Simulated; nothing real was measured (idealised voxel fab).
Documented hereafter: the process module known as voxel released beams.
Cross-section cut: width 185 nm, square cells of 5 nm.
How to read a cross-section here: the picture is a grid of square cells, written as bands going from the top down, and any band can span one or more rows of cells.
Band: top height; bottom height; in nm. Then, left to right: material with width in nm, for each material. "all across": a single material spanning edge to edge. "empty": empty space.
Beneath 0, the wafer as received is one material, and that level is where height counting begins. The lowest band goes on downward without a bottom; it is written like "0 nm and below".
Width: "30..40" (first number = top row, second number = bottom row, same change from row to row of cells).
What does "nothing was modified" mean for a step? It means no cell of the cross-section changed in that step.
The list in "Trapped cavities" covers empty spaces of 8 cells or more that cannot reach the top through any open way, and it gives each as width x height at distance; the distance is from the left edge, and width, height and distance are in nm.
Note: text after step settings on the step line = simulator remark on that step.
"overlay nm" answers the question of how far to the right of plan the mask lay on a step that has a mask, and when it is negative the answer is to the left.

STEPS IN THE PROCESS PLAN
- 1: RECEIVE,material Si
- 2: CONFORMAL_DEP,material SiN,thk nm 5
- 3: DIRECTIONAL_DEP,material SiO2,thk nm 20
- 4: MASKED_ETCH,tone open,mask id ANCHOR,width nm 35,etch materials SiO2,depth nm 20,overlay nm 0
- 5: CONFORMAL_DEP,material W,thk nm 10
- 6: PATTERN,tone cover,mask id BEAM,material resist,width nm 105,thk nm 20,overlay nm 0
- 7: DIRECTIONAL_ETCH,etch materials W,depth nm 10
- 8: STRIP,etch materials resist
- 9: STRIP,etch materials SiO2

SO THIS IS THE INCOMING WAFER IN CROSS-SECTION - IT'S ALREADY BEEN THROUGH STEP 1
- 0 nm and below = Si all across
- Trapped cavities: none

FIRST WAFER AT THE END, AS PLANNED
- 35 nm to 25 nm = empty: 35 / W: 15 / empty: 15 / W: 75 / empty: 45
- 25 nm to 15 nm = empty: 40 / W: 10 / empty: 15 / W: 10 / empty: 110
- 15 nm to 5 nm = empty: 40 / W: 35 / empty: 110
- 5 nm to 0 nm = SiN all across
- 0 nm and below = Si all across
- Trapped cavities: none

END OF MODULE, SECOND WAFER, CROSS-SECTION. STARTED LIKE THE FIRST, PLANNED LIKE THE FIRST, RUN WITH ONE MISTAKE
- 35 nm to 25 nm = empty: 25 / W: 25 / empty: 15 / W: 65 / empty: 55
- 25 nm to 15 nm = empty: 40 / W: 10 / empty: 15 / W: 10 / empty: 110
- 15 nm to 5 nm = empty: 40 / W: 35 / empty: 110
- 5 nm to 0 nm = SiN all across
- 0 nm and below = Si all across
- Trapped cavities: none
What was the processing mistake? step 6: run off-plan, actual operation and settings PATTERN,tone cover,mask id BEAM,material resist,width nm 105,thk nm 20,overlay nm -10
So at the finish, the second wafer's got exactly as many cells of each material as the first, just not in the same spots.
